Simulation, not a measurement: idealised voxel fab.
This section sets out a process module, namely voxel gate over fins.
Cross-section cut: width 250 nm, square cells of 5 nm.
Cross-section spec: square-cell grid; bands listed top down; each band is one or more rows. Per band: top height and bottom height in nm, followed by the left-to-right materials and their widths in nm; "edge to edge" marks a single material spanning edge to edge, "air" marks empty space. The reference from which all heights are counted is 0, the level beneath which the as-received wafer is entirely one material; the lowest band, having no lower bound, proceeds downward and is written after the example "z 0 and below". With a width like "30->40", each row of cells in the band differs from the next by the same amount, the top row carrying the first number and the bottom row the second. For the purposes of this document, the phrase "nothing changed" attached to a step denotes that no cell within the cross-section was modified by that step. Voids not open to the top, 8 cells minimum: see "Enclosed internal cavities". Written width x height at distance; distance is from the left edge; nm. Whatever follows a step's settings on its line is a remark the simulator itself makes about that step. You can add "overlay nm" to a step's line. For a step with a mask, it describes how far the mask lay to the right of its planned position, and a negative number describes a lay to the left.

Intended process steps:
| 1 | RECEIVE with material Si |
| 2 | CONFORMAL_DEP with material SiN, thk nm 10 |
| 3 | PATTERN with tone cover, mask id FINS, material resist, width nm 15, pitch nm 35, thk nm 20, overlay nm 0 |
| 4 | DIRECTIONAL_ETCH with etch materials SiN, depth nm 10 |
| 5 | DIRECTIONAL_ETCH with etch materials Si, depth nm 35 |
| 6 | STRIP with etch materials resist |
| 7 | FILL_DEP with material SiO2, thk nm 10 |
| 8 | CMP with height nm 10 |
| 9 | SELECTIVE_ETCH with etch materials SiO2, depth nm 25 |
| 10 | STRIP with etch materials SiN |
| 11 | CONFORMAL_DEP with material HfO2, thk nm 5 |
| 12 | CONFORMAL_DEP with material TiN, thk nm 5 |
| 13 | CONFORMAL_DEP with material TiAl, thk nm 5 |
| 14 | CONFORMAL_DEP with material TiN, thk nm 5 |
| 15 | FILL_DEP with material W, thk nm 10 |
| 16 | CMP with height nm 25 |
| 17 | CONFORMAL_DEP with material SiN, thk nm 5 |

As-received wafer cross-section (after step 1):
* z 0 and below = Si edge to edge
* Enclosed internal cavities: none

One mistake in running the module, otherwise start and plan as above: cross-section at the end:
* z 30 to 25 = SiN edge to edge
* z 25 to 20 = W edge to edge
* z 20 to 15 = W: 70 / TiN: 90 / W: 90
* z 15 to 10 = W: 70 / TiN: 5 / TiAl: 80 / TiN: 5 / W: 90
* z 10 to 5 = W: 70 / TiN: 5 / TiAl: 5 / TiN: 70 / TiAl: 5 / TiN: 5 / W: 90
* z 5 to 0 = TiN: 75 / TiAl: 5 / TiN: 5 / HfO2: 25 / TiN: 10 / HfO2: 25 / TiN: 5 / TiAl: 5 / TiN: 95
* z 0 to -5 = TiAl: 80 / TiN: 5 / HfO2: 5 / Si: 15 / HfO2: 5 / TiN: 10 / HfO2: 5 / Si: 15 / HfO2: 5 / TiN: 5 / TiAl: 100
* z -5 to -10 = TiN: 85 / HfO2: 5 / Si: 15 / HfO2: 5 / TiN: 10 / HfO2: 5 / Si: 15 / HfO2: 5 / TiN: 105
* z -10 to -15 = HfO2: 90 / Si: 15 / HfO2: 20 / Si: 15 / HfO2: 110
* z -15 to -35 = SiO2: 90 / Si: 15 / SiO2: 20 / Si: 15 / SiO2: 110
* z -35 and below = Si edge to edge
* Enclosed internal cavities: none
Misprocessing identified: so step 3 ended up running with a different setting than we planned, it ran as PATTERN with tone cover, mask id FINS, material resist, width nm 15, pitch nm 35, thk nm 20, overlay nm -10
